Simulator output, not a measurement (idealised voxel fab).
Name of the process module below: voxel local oxidation
FYI the section here is cut, 270 nm wide, cells are 5 nm squares.
Cross-sections here: square-cell grids, written as top-down lists of bands, a band being one or more rows of cells. Band entry format. Leading values: height of top, height of bottom, nm. Remainder: materials in left-to-right order, each with its width in nm. Special words: "full width" on a single material, which then fills the band edge to edge; "blank", empty space. Height 0 is the level under which the wafer as received is all one material. The lowest band goes on downwards, as in "0 nm and below". Per-row width for "30..40": begins at first number (top row of band), ends at second number (bottom row), increment between rows held constant. Basically "identical to before" means that step didn't change any cell in the cross-section. Empty spaces counting at least 8 cells and having no open way to the top are listed in "closed voids". The notation width x height at distance is used for each, the distance being from the left edge and all three values in nm. The remark found on a step's line after its settings is issued by the simulator itself and pertains to that step. overlay nm: mask right of planned place by this much (step with mask). Neg. = left.
THESE ARE THE STEPS WE PLANNED FOR THE PROCESS
1) RECEIVE | material Si
2) CONFORMAL_DEP | material SiO2 | thk nm 5
3) CONFORMAL_DEP | material SiN | thk nm 10
4) PATTERN | tone cover | mask id ACTIVE | material resist | width nm 110 | thk nm 20 | overlay nm 0
5) DIRECTIONAL_ETCH | etch materials SiN | depth nm 10
6) STRIP | etch materials resist
7) SELECTIVE_ETCH | etch materials SiO2 | depth nm 5
8) OXIDIZE | depth nm 10
9) STRIP | etch materials SiN
CROSS-SECTION OF THE WAFER AT RECEIPT, WHICH IS THE CONDITION AFTER STEP 1
* 0 nm and below  Si full width
* closed voids: none
A WAFER AT THE END: THIS START, THIS PLAN, ONE MISTAKE
* 5 nm to 0 nm  85 of blank; 100 of SiO2; 85 of blank
* 0 nm to -15 nm  100 of SiO2; 70 of Si; 100 of SiO2
* -15 nm and below  Si full width
* closed voids: none
Want to know what went wrong? contrary to plan, step 8 was performed as OXIDIZE | depth nm 15
